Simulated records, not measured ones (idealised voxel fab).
Process module, titled voxel tone inversion
This is section cut - it's 200 nm across, gridded in 5 nm square cells.
A cross-section is a grid of square cells, given in bands from the top down. A band is one or more rows of cells. For a band, the entry starts with two heights in nm, that of the top and then that of the bottom, and carries on with the band's materials in order from left to right, each alongside its width in nm; the word "full width" beside a single material means it fills the band edge to edge, and "blank" means empty space. All heights in this document are referenced to 0, defined as the level beneath which the wafer, as received, consists entirely of one material. The lowest band is not bounded below; it extends indefinitely downward and is written in the form "0 down". A width such as "30 to 40" changes by the same amount from each row of cells to the next, from the band's top row to its bottom row. For the purposes of this document, the phrase "left unchanged" attached to a step denotes that no cell within the cross-section was modified by that step. Each empty space that has no open way to the top and spans at least 8 cells appears under "Completely enclosed voids" as width x height at distance, the distance counted from the left edge, all in nm. Whatever follows a step's settings on its line is a remark the simulator itself makes about that step. A step line may carry the setting "overlay nm", which, for steps involving a mask, states the distance by which the mask lay to the right of its intended position; negative values denote displacement to the left.

-- Listed below are the process steps as planned
step 1: RECEIVE with material Si
step 2: CONFORMAL_DEP with material SiN, thk nm 5
step 3: DIRECTIONAL_DEP with material aC, thk nm 20
step 4: PATTERN with tone cover, mask id POSTS, material resist, width nm 25, pitch nm 40, thk nm 30, overlay nm -15
step 5: DIRECTIONAL_ETCH with etch materials aC, depth nm 20
step 6: STRIP with etch materials resist
step 7: FILL_DEP with material lowk, thk nm 10
step 8: CMP with height nm 25
step 9: STRIP with etch materials aC
step 10: CONFORMAL_DEP with material TiN, thk nm 5
step 11: FILL_DEP with material Cu, thk nm 10
step 12: CMP with height nm 25
step 13: CONFORMAL_DEP with material SiN, thk nm 5
Be aware that, although all wafers share a common starting state, the overlay nm at step 4 differs among them, and the plan displays the first wafer's value.

-- Incoming state of the first of several wafers in cross-section: after step 1
- 0 down | Si full width
- Completely enclosed voids: none

-- The rows of the table below are wafers. Looking at the end of the module, a row counts, for every material, the cells the wafer has gained, shown as (+), or lost, shown as (-), since it was received; its closed voids come next
overlay nm -15; +27 Cu; +80 SiN; +33 TiN; +100 lowk; Completely enclosed voids: none
overlay nm -10; +27 Cu; +80 SiN; +33 TiN; +100 lowk; Completely enclosed voids: none
overlay nm -5; +27 Cu; +80 SiN; +33 TiN; +100 lowk; Completely enclosed voids: none
overlay nm 0; +27 Cu; +80 SiN; +33 TiN; +100 lowk; Completely enclosed voids: none
overlay nm 5; +27 Cu; +80 SiN; +33 TiN; +100 lowk; Completely enclosed voids: none
overlay nm 10; +27 Cu; +80 SiN; +33 TiN; +100 lowk; Completely enclosed voids: none
overlay nm 15; +27 Cu; +80 SiN; +33 TiN; +100 lowk; Completely enclosed voids: none
